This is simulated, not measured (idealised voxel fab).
This section sets out a process module, namely voxel released beams.
Cross-section cut: width 250 nm, square cells of 5 nm.
Cross-section layout: square cells on a grid; listed as bands, top to bottom; a band spans one or more cell rows. This entry defines a band. It first specifies the height of the band's top and the height of its bottom in nm, and then specifies the band's materials from left to right, stating each material with its width in nm. The word "edge to edge" identifies a single material that fills the band from edge to edge, while the word "empty" identifies empty space. Height 0 is the level under which the wafer as received is all one material. The lowest band goes on downwards, as in "z 0 and below". With a width like "30 to 40", each row of cells in the band differs from the next by the same amount, the top row carrying the first number and the bottom row the second. Given "stayed the same" for a step, no cell of the cross-section differs between before and after that step. Heads up: "Trapped void list" only lists the empty pockets with no open path to the top that are 8 cells or more, and it writes them as width x height at distance, distance from the left edge, in nm. On each step's line, the part that comes after the settings is the simulator's own comment on the step. overlay nm: how far to the right of its planned place the mask lay on this masked step (negative: to the left).

[Set out below are the planned steps of the process]
step 1: RECEIVE (material Si)
step 2: CONFORMAL_DEP (material SiN; thk nm 5)
step 3: DIRECTIONAL_DEP (material SiO2; thk nm 20)
step 4: MASKED_ETCH (tone open; mask id ANCHOR; width nm 35; etch materials SiO2; depth nm 20; overlay nm 0)
step 5: CONFORMAL_DEP (material polySi; thk nm 10)
step 6: MASKED_ETCH (tone cover; mask id BEAM; width nm 85; etch materials polySi; depth nm 10; overlay nm 0)
step 7: STRIP (etch materials SiO2)

[First of two wafers, processed according to plan]

[Incoming wafer, cross-sectional view, post step 1]
  z 0 and below | Si edge to edge
  Trapped void list: none

[Presented here is a cross-section of the wafer after step 2 has been performed]
  z 5 to 0 | SiN edge to edge
  Heights below 0 show no change.

[Presented here is a cross-section of the wafer after step 3 has been performed]
  z 25 to 5 | SiO2 edge to edge
  Heights below 5 show no change.

[Presented here is a cross-section of the wafer after step 4 has been performed]
  z 25 to 5 | SiO2 (85), empty (35), SiO2 (130)
  Heights below 5 show no change.

[Presented here is a cross-section of the wafer after step 5 has been performed]
  z 35 to 25 | polySi (95), empty (15), polySi (140)
  z 25 to 15 | SiO2 (85), polySi (10), empty (15), polySi (10), SiO2 (130)
  z 15 to 5 | SiO2 (85), polySi (35), SiO2 (130)
  Heights below 5 show no change.

[Presented here is a cross-section of the wafer after step 6 has been performed]
  z 35 to 25 | empty (80), polySi (15), empty (15), polySi (55), empty (85)
  Heights below 25 show no change.

[Presented here is a cross-section of the wafer after step 7 has been performed]
  z 35 to 25 | empty (80), polySi (15), empty (15), polySi (55), empty (85)
  z 25 to 15 | empty (85), polySi (10), empty (15), polySi (10), empty (130)
  z 15 to 5 | empty (85), polySi (35), empty (130)
  Heights below 5 show no change.

[Second wafer - shared start and plan with the first - one error in running - same as the first up to step 6 inclusive]

[Second wafer shown in cross-section at the time step 7 was slated to end]
  z 35 to 25 | empty (80), polySi (15), empty (15), polySi (55), empty (85)
  z 25 to 15 | empty (85), polySi (10), empty (15), polySi (10), empty (130)
  z 15 to 5 | empty (85), polySi (35), empty (130)
  Heights below 5 show no change.
In executing the process, a mistake was made relative to the plan: plan step 7 was twice executed
Since the two wafers finish with cross-sections that are the same, nothing this model computes is changed by the mistake.
